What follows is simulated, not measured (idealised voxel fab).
process module | voxel capacitor over wiring
cross-section cut | 240 nm wide | cells 5 nm
A cross-section is a grid of square cells, given in bands from the top down. A band is one or more rows of cells.
Each band's line starts with the height of the band's top and of its bottom, in nm. Then come its materials from left to right, each with its width in nm. One material with "throughout" fills the band from edge to edge. "air" is empty space.
Height 0 is the level under which the wafer as received is all one material. The lowest band goes on downwards, as in "0 down".
A width such as "30 to 40" changes by the same amount from each row of cells to the next, from the band's top row to its bottom row.
"no change" after a step means that no cell of the cross-section changed.
closed voids: empty space of 8 cells or more with no open way to the top, each as width x height at its distance from the left edge, in nm
after a step's settings: what the simulator itself notes on the step
overlay nm, on a step with a mask: how far to the right of its planned place the mask lay; to the left if negative
plan
1 op RECEIVE | material Si
2 op CONFORMAL_DEP | material SiO2 | thk nm 10
3 op CONFORMAL_DEP | material SiCN | thk nm 5
4 op DIRECTIONAL_DEP | material SiO2 | thk nm 20
5 op DIRECTIONAL_DEP | material aC | thk nm 15
6 op PATTERN | tone open | mask id METAL_1 | material resist | width nm 30 | pitch nm 90 | thk nm 30 | overlay nm 0
7 op DIRECTIONAL_ETCH | etch materials aC | depth nm 15
8 op STRIP | etch materials resist
9 op DIRECTIONAL_ETCH | etch materials SiO2 | depth nm 20
10 op DIRECTIONAL_ETCH | etch materials SiCN | depth nm 5
11 op STRIP | etch materials aC
12 op CONFORMAL_DEP | material TiN | thk nm 5
13 op FILL_DEP | material Cu | thk nm 10
14 op CMP | height nm 35
15 op CONFORMAL_DEP | material SiCN | thk nm 5
16 op DIRECTIONAL_DEP | material lowk | thk nm 20
17 op DIRECTIONAL_DEP | material aC | thk nm 10
18 op PATTERN | tone open | mask id PLUG_1 | material resist | width nm 15 | thk nm 30 | overlay nm 0
19 op DIRECTIONAL_ETCH | etch materials aC | depth nm 10
20 op STRIP | etch materials resist
21 op DIRECTIONAL_ETCH | etch materials lowk | depth nm 20
22 op DIRECTIONAL_ETCH | etch materials SiCN | depth nm 5
23 op STRIP | etch materials aC
24 op EPI | material Ru | thk nm 10
25 op EPI | material Ru | thk nm 10
26 op EPI | material Ru | thk nm 5
27 op DIRECTIONAL_DEP | material TiN | thk nm 10
28 op DIRECTIONAL_DEP | material HfO2 | thk nm 5
29 op DIRECTIONAL_DEP | material TiN | thk nm 10
30 op PATTERN | tone cover | mask id UPPER_PLATE | material resist | width nm 65 | thk nm 20 | overlay nm 0
31 op DIRECTIONAL_ETCH | etch materials TiN | depth nm 10
32 op DIRECTIONAL_ETCH | etch materials HfO2 | depth nm 5
33 op STRIP | etch materials resist
34 op DIRECTIONAL_DEP | material aC | thk nm 10
35 op PATTERN | tone cover | mask id LOWER_PLATE | material resist | width nm 75 | thk nm 25 | overlay nm 0
36 op DIRECTIONAL_ETCH | etch materials aC | depth nm 10
37 op STRIP | etch materials resist
38 op DIRECTIONAL_ETCH | etch materials TiN | depth nm 10
39 op STRIP | etch materials aC
40 op FILL_DEP | material SiO2 | thk nm 20
41 op CMP | height nm 100
42 op DIRECTIONAL_DEP | material aC | thk nm 10
43 op PATTERN | tone open | mask id PLUG_2 | material resist | width nm 15 | thk nm 25 | overlay nm 0
44 op DIRECTIONAL_ETCH | etch materials aC | depth nm 10
45 op STRIP | etch materials resist
46 op DIRECTIONAL_ETCH | etch materials SiO2 | depth nm 15
47 op STRIP | etch materials aC
48 op CONFORMAL_DEP | material TiN | thk nm 5
49 op FILL_DEP | material Cu | thk nm 5
50 op CMP | height nm 100
51 op CONFORMAL_DEP | material SiCN | thk nm 5
as received, after step 1
  0 down: Si throughout
  closed voids: none
a wafer at the end: this start, this plan, one mistake
  105 to 100: SiCN throughout
  100 to 90: SiO2 85 | TiN 5 | Cu 5 | TiN 5 | SiO2 140
  90 to 80: SiO2 85 to 90 | TiN 15 to 50 | SiO2 140 to 100
  80 to 75: SiO2 75 | TiN 65 | SiO2 100
  75 to 70: SiO2 75 | TiN 15 | HfO2 50 | SiO2 100
  70 to 65: SiO2 70 | TiN 5 | HfO2 15 | TiN 55 | SiO2 95
  65 to 60: SiO2 70 | TiN 75 | SiO2 95
  60 to 55: SiCN 75 | TiN 15 | SiCN 150
  55 to 35: lowk throughout
  35 to 15: SiO2 60 | TiN 5 | Cu 20 | TiN 5 | SiO2 60 | TiN 5 | Cu 20 | TiN 5 | SiO2 60
  15 to 10: SiCN 60 | TiN 30 | SiCN 60 | TiN 30 | SiCN 60
  10 to 0: SiO2 throughout
  0 down: Si throughout
  closed voids: none
what went wrong: steps 15 and 16 were swapped
